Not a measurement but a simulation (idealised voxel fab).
The process module presented herein is designated voxel self aligned contacts.
Square cell edge 5 nm, section width 180 nm, ID cut.
A cross-section is a grid of square cells, given in bands from the top down. A band is one or more rows of cells.
For a band, the entry starts with two heights in nm, that of the top and then that of the bottom, and carries on with the band's materials in order from left to right, each alongside its width in nm; the word "throughout" beside a single material means it fills the band edge to edge, and "blank" means empty space.
Below 0: as-received wafer, all one material; heights counted from there. Lowest band: no bottom, goes on down, written "top 0, no bottom".
Per-row width for "30..40": begins at first number (top row of band), ends at second number (bottom row), increment between rows held constant.
The cross-section has no changed cell in any step marked "left unchanged".
The entry "Sealed voids" lists the empty spaces that cover at least 8 cells and have no open path to the top. Each is written as width x height at distance, where the distance is measured from the left edge and all three values are in nm.
It should be noted that, on the line of a given step, the content following the step's settings is a remark produced by the simulator itself with respect to that step.
What "overlay nm" on a step's line means: if the step has a mask, that mask lay this far to the right of its planned place, or, when the value is negative, to the left.

### Process steps foreseen in the plan
- 1: RECEIVE: material Si
- 2: CONFORMAL_DEP: material SiO2, thk nm 5
- 3: DIRECTIONAL_DEP: material polySi, thk nm 25
- 4: DIRECTIONAL_DEP: material SiN, thk nm 20
- 5: PATTERN: tone cover, mask id GATE, material resist, width nm 25, pitch nm 65, thk nm 20, overlay nm 0
- 6: DIRECTIONAL_ETCH: etch materials SiN, depth nm 20
- 7: DIRECTIONAL_ETCH: etch materials polySi, depth nm 25
- 8: STRIP: etch materials resist
- 9: CONFORMAL_DEP: material SiN, thk nm 10
- 10: DIRECTIONAL_ETCH: etch materials SiN, depth nm 10
- 11: FILL_DEP: material SiO2, thk nm 20
- 12: CMP: height nm 60
- 13: PATTERN: tone open, mask id CONTACT, material resist, width nm 50, thk nm 15, overlay nm 0
- 14: DIRECTIONAL_ETCH: etch materials SiO2, depth nm 60
- 15: STRIP: etch materials resist
- 16: CONFORMAL_DEP: material TiN, thk nm 5
- 17: FILL_DEP: material Ru, thk nm 5
- 18: CMP: height nm 60
- 19: CONFORMAL_DEP: material SiCN, thk nm 5

### First of two wafers - as planned

### Wafer cross-section on receipt, i.e. after step 1
- top 0, no bottom: Si throughout
- Sealed voids: none

### State of the wafer after step 2, shown in cross-section
- top 5, bottom 0: SiO2 throughout
- Anything lower than 0 is untouched.

### State of the wafer after step 3, shown in cross-section
- top 30, bottom 5: polySi throughout
- Anything lower than 5 is untouched.

### State of the wafer after step 4, shown in cross-section
- top 50, bottom 30: SiN throughout
- Anything lower than 30 is untouched.

### State of the wafer after step 5, shown in cross-section
- top 70, bottom 50: blank 45  resist 25  blank 40  resist 25  blank 45
- Anything lower than 50 is untouched.

### State of the wafer after step 6, shown in cross-section
- top 70, bottom 50: blank 45  resist 25  blank 40  resist 25  blank 45
- top 50, bottom 30: blank 45  SiN 25  blank 40  SiN 25  blank 45
- Anything lower than 30 is untouched.

### State of the wafer after step 7, shown in cross-section
- top 70, bottom 50: blank 45  resist 25  blank 40  resist 25  blank 45
- top 50, bottom 30: blank 45  SiN 25  blank 40  SiN 25  blank 45
- top 30, bottom 5: blank 45  polySi 25  blank 40  polySi 25  blank 45
- Anything lower than 5 is untouched.

### State of the wafer after step 8, shown in cross-section
- top 50, bottom 30: blank 45  SiN 25  blank 40  SiN 25  blank 45
- Anything lower than 30 is untouched.

### State of the wafer after step 9, shown in cross-section
- top 60, bottom 30: blank 35  SiN 45  blank 20  SiN 45  blank 35
- top 30, bottom 15: blank 35  SiN 10  polySi 25  SiN 10  blank 20  SiN 10  polySi 25  SiN 10  blank 35
- top 15, bottom 5: SiN 45  polySi 25  SiN 40  polySi 25  SiN 45
- Anything lower than 5 is untouched.

### State of the wafer after step 10, shown in cross-section
- top 50, bottom 30: blank 35  SiN 45  blank 20  SiN 45  blank 35
- top 30, bottom 5: blank 35  SiN 10  polySi 25  SiN 10  blank 20  SiN 10  polySi 25  SiN 10  blank 35
- Anything lower than 5 is untouched.

### State of the wafer after step 11, shown in cross-section
- top 70, bottom 50: SiO2 throughout
- top 50, bottom 30: SiO2 35  SiN 45  SiO2 20  SiN 45  SiO2 35
- top 30, bottom 5: SiO2 35  SiN 10  polySi 25  SiN 10  SiO2 20  SiN 10  polySi 25  SiN 10  SiO2 35
- Anything lower than 5 is untouched.

### State of the wafer after step 12, shown in cross-section
- top 60, bottom 50: SiO2 throughout
- Anything lower than 50 is untouched.

### State of the wafer after step 13, shown in cross-section
- top 75, bottom 60: resist 65  blank 50  resist 65
- Anything lower than 60 is untouched.

### State of the wafer after step 14, shown in cross-section
- top 75, bottom 60: resist 65  blank 50  resist 65
- top 60, bottom 50: SiO2 65  blank 50  SiO2 65
- top 50, bottom 30: SiO2 35  SiN 45  blank 20  SiN 45  SiO2 35
- top 30, bottom 5: SiO2 35  SiN 10  polySi 25  SiN 10  blank 20  SiN 10  polySi 25  SiN 10  SiO2 35
- top 5, bottom 0: SiO2 80  blank 20  SiO2 80
- Anything lower than 0 is untouched.

### State of the wafer after step 15, shown in cross-section
- top 60, bottom 50: SiO2 65  blank 50  SiO2 65
- Anything lower than 50 is untouched.

### State of the wafer after step 16, shown in cross-section
- top 65, bottom 60: TiN 70  blank 40  TiN 70
- top 60, bottom 50: SiO2 65  TiN 5..20  blank 40..10  TiN 5..20  SiO2 65
- top 50, bottom 30: SiO2 35  SiN 45  TiN 5  blank 10  TiN 5  SiN 45  SiO2 35
- top 30, bottom 5: SiO2 35  SiN 10  polySi 25  SiN 10  TiN 5  blank 10  TiN 5  SiN 10  polySi 25  SiN 10  SiO2 35
- top 5, bottom 0: SiO2 80  TiN 20  SiO2 80
- Anything lower than 0 is untouched.

### State of the wafer after step 17, shown in cross-section
- top 70, bottom 65: Ru throughout
- top 65, bottom 60: TiN 70  Ru 40  TiN 70
- top 60, bottom 50: SiO2 65  TiN 5..20  Ru 40..10  TiN 5..20  SiO2 65
- top 50, bottom 30: SiO2 35  SiN 45  TiN 5  Ru 10  TiN 5  SiN 45  SiO2 35
- top 30, bottom 5: SiO2 35  SiN 10  polySi 25  SiN 10  TiN 5  Ru 10  TiN 5  SiN 10  polySi 25  SiN 10  SiO2 35
- Anything lower than 5 is untouched.

### State of the wafer after step 18, shown in cross-section
- top 60, bottom 50: SiO2 65  TiN 5..20  Ru 40..10  TiN 5..20  SiO2 65
- Anything lower than 50 is untouched.

### State of the wafer after step 19, shown in cross-section
- top 65, bottom 60: SiCN throughout
- Anything lower than 60 is untouched.

### What follows concerns the second wafer, which started out like the first and was meant to follow the very same plan; one mistake crept in when it was run, but everything up to and including step 12 is the same as for the first wafer

### Second wafer cross-section, taken as of the time the plan sets for step 13 to be done
- top 75, bottom 60: blank 65  resist 50  blank 65
- Anything lower than 60 is untouched.

### Second wafer cross-section, taken as of the time the plan sets for step 14 to be done
- top 75, bottom 60: blank 65  resist 50  blank 65
- top 60, bottom 50: blank 65  SiO2 50  blank 65
- top 50, bottom 30: blank 35  SiN 45  SiO2 20  SiN 45  blank 35
- top 30, bottom 5: blank 35  SiN 10  polySi 25  SiN 10  SiO2 20  SiN 10  polySi 25  SiN 10  blank 35
- top 5, bottom 0: blank 35  SiO2 110  blank 35
- Anything lower than 0 is untouched.

### Second wafer cross-section, taken as of the time the plan sets for step 15 to be done
- top 60, bottom 50: blank 65  SiO2 50  blank 65
- Anything lower than 50 is untouched.

### Second wafer cross-section, taken as of the time the plan sets for step 16 to be done
- top 65, bottom 60: blank 60  TiN 60  blank 60
- top 60, bottom 50: blank 60..30  TiN 5..35  SiO2 50  TiN 5..35  blank 60..30
- top 50, bottom 30: blank 30  TiN 5  SiN 45  SiO2 20  SiN 45  TiN 5  blank 30
- top 30, bottom 5: blank 30  TiN 5  SiN 10  polySi 25  SiN 10  SiO2 20  SiN 10  polySi 25  SiN 10  TiN 5  blank 30
- top 5, bottom 0: TiN 35  SiO2 110  TiN 35
- Anything lower than 0 is untouched.

### Second wafer cross-section, taken as of the time the plan sets for step 17 to be done
- top 70, bottom 65: Ru throughout
- top 65, bottom 60: Ru 60  TiN 60  Ru 60
- top 60, bottom 50: Ru 60..30  TiN 5..35  SiO2 50  TiN 5..35  Ru 60..30
- top 50, bottom 30: Ru 30  TiN 5  SiN 45  SiO2 20  SiN 45  TiN 5  Ru 30
- top 30, bottom 5: Ru 30  TiN 5  SiN 10  polySi 25  SiN 10  SiO2 20  SiN 10  polySi 25  SiN 10  TiN 5  Ru 30
- Anything lower than 5 is untouched.

### Second wafer cross-section, taken as of the time the plan sets for step 18 to be done
- top 60, bottom 50: Ru 60..30  TiN 5..35  SiO2 50  TiN 5..35  Ru 60..30
- Anything lower than 50 is untouched.

### Second wafer cross-section, taken as of the time the plan sets for step 19 to be done
- top 65, bottom 60: SiCN throughout
- Anything lower than 60 is untouched.
It is concluded that the wafer was processed incorrectly with respect to the plan, in that planned and actual differ for step 13; actual: PATTERN: tone cover, mask id CONTACT, material resist, width nm 50, thk nm 15, overlay nm 0
The final cell counts differ between the wafers, with the second having more or fewer of some materials than the first: 116 more of Ru, 132 fewer of SiO2, 16 more of TiN
